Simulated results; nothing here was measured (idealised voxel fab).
This is a process module. Its name is voxel transistor to metal.
For reference, the cross-section in this document is cut, with width 200 nm and square cells of 5 nm.
Just so we're on the same page, the cross-sections are grids of square cells, and they're listed out in bands top to bottom, each band one or more rows deep. Per band: top height and bottom height in nm, followed by the left-to-right materials and their widths in nm; "everywhere" marks a single material spanning edge to edge, "air" marks empty space. Height is counted from the level 0, under which the received wafer is composed throughout of one material. The lowest of the bands is not closed at the bottom but continues downward, in the notation "0 and below". Top row gets the first number, bottom row gets the second, and each row in between changes by the same step: that is how a band width like "30 to 40" works. Step marked "same as before"? Then no cell in the cross-section changed in it. The label "Cavities, sealed" introduces a list of the empty spaces, 8 cells or larger, that have no open way up to the top; each entry in it reads width x height at distance, where the distance is taken from the left edge and all three are stated in nm. On a step's line, text after the settings is the simulator commenting on that step. overlay nm: where the mask lay relative to plan, measured to the right, on steps with a mask; negatives go left.

## This section lists the process steps that were planned
1: RECEIVE with material Si
2: CONFORMAL_DEP with material SiO2, thk nm 5
3: CONFORMAL_DEP with material SiN, thk nm 15
4: MASKED_ETCH with tone cover, mask id ACTIVE, width nm 110, etch materials SiN, depth nm 15, overlay nm 0
5: MASKED_ETCH with tone cover, mask id ACTIVE, width nm 110, etch materials SiO2, depth nm 5, overlay nm 0
6: MASKED_ETCH with tone cover, mask id ACTIVE, width nm 110, etch materials Si, depth nm 30, overlay nm 0
7: FILL_DEP with material SiO2, thk nm 15
8: CMP with height nm 20
9: SELECTIVE_ETCH with etch materials SiO2, depth nm 5
10: STRIP with etch materials SiN
11: SELECTIVE_ETCH with etch materials SiO2, depth nm 5
12: OXIDIZE with depth nm 5
13: DIRECTIONAL_DEP with material polySi, thk nm 20
14: DIRECTIONAL_DEP with material SiCN, thk nm 10
15: PATTERN with tone cover, mask id GATE, material resist, width nm 20, thk nm 20, overlay nm 0
16: DIRECTIONAL_ETCH with etch materials SiCN, depth nm 20
17: DIRECTIONAL_ETCH with etch materials polySi, depth nm 30
18: STRIP with etch materials resist
19: CONFORMAL_DEP with material SiN, thk nm 5
20: DIRECTIONAL_ETCH with etch materials SiN, depth nm 5
21: DIRECTIONAL_ETCH with etch materials SiO2, depth nm 5
22: DIRECTIONAL_ETCH with etch materials Si, depth nm 10
23: EPI with material SiGe, thk nm 10
24: FILL_DEP with material SiO2, thk nm 10
25: CMP with height nm 30
26: DIRECTIONAL_DEP with material SiO2, thk nm 10
27: MASKED_ETCH with tone open, mask id CONTACT, width nm 15, pitch nm 75, etch materials SiO2, depth nm 45, overlay nm 0
28: CONFORMAL_DEP with material TiN, thk nm 5
29: FILL_DEP with material W, thk nm 10
30: CMP with height nm 40
31: CONFORMAL_DEP with material SiCN, thk nm 5
32: DIRECTIONAL_DEP with material lowk, thk nm 20
33: MASKED_ETCH with tone open, mask id METAL_1, width nm 15, pitch nm 75, etch materials lowk, depth nm 20, overlay nm 0
34: MASKED_ETCH with tone open, mask id METAL_1, width nm 15, pitch nm 75, etch materials SiCN, depth nm 5, overlay nm 0
35: CONFORMAL_DEP with material TiN, thk nm 5
36: FILL_DEP with material Cu, thk nm 5
37: CMP with height nm 65
38: EPI with material Ru, thk nm 5
39: FILL_DEP with material SiCN, thk nm 5

## as received, after step 1
- 0 and below: Si everywhere
- Cavities, sealed: none

## The plan above was carried out on the starting structure above with one mistake, and this cross-section shows the wafer at the end of the module
- 75 down to 70: SiCN everywhere
- 70 down to 65: 50 SiCN  30 Ru  45 SiCN  30 Ru  45 SiCN
- 65 down to 50: 55 lowk  5 TiN  10 Cu  5 TiN  55 lowk  5 TiN  10 Cu  5 TiN  50 lowk
- 50 down to 45: 55 lowk  5 TiN  5 Cu  10 TiN  55 lowk  5 TiN  5 Cu  10 TiN  50 lowk
- 45 down to 40: 55 SiCN  15 TiN  60 SiCN  15 TiN  55 SiCN
- 40 down to 30: 55 SiO2  5 TiN  5 W  5 TiN  60 SiO2  5 TiN  5 W  5 TiN  55 SiO2
- 30 down to 20: 55 SiO2  5 TiN  5 W  5 TiN  15 SiO2  5 SiN  20 SiCN  5 SiN  15 SiO2  5 TiN  5 W  5 TiN  55 SiO2
- 20 down to 10: 55 SiO2  5 TiN  5 W  5 TiN  15 SiO2  5 SiN  20 polySi  5 SiN  15 SiO2  5 TiN  5 W  5 TiN  55 SiO2
- 10 down to 5: 40 SiO2  5 SiN  10 SiO2  5 TiN  5 W  5 TiN  15 SiO2  5 SiN  20 polySi  5 SiN  15 SiO2  5 TiN  5 W  5 TiN  10 SiO2  5 SiN  40 SiO2
- 5 down to 0: 40 SiO2  5 SiN  10 SiO2  5 TiN  5 W  5 TiN  5 SiO2  10 SiGe  5 SiN  20 polySi  5 SiN  10 SiGe  5 SiO2  5 TiN  5 W  5 TiN  10 SiO2  5 SiN  40 SiO2
- 0 down to -5: 55 SiO2  15 TiN  5 SiO2  10 SiGe  30 SiO2  10 SiGe  5 SiO2  15 TiN  55 SiO2
- -5 down to -15: 45 SiO2  40 SiGe  30 Si  40 SiGe  45 SiO2
- -15 down to -30: 45 SiO2  110 Si  45 SiO2
- -30 and below: Si everywhere
- Cavities, sealed: none
Here's what went sideways: so step 33 ended up running with a different setting than we planned, it ran as MASKED_ETCH with tone open, mask id METAL_1, width nm 20, pitch nm 75, etch materials lowk, depth nm 20, overlay nm 0
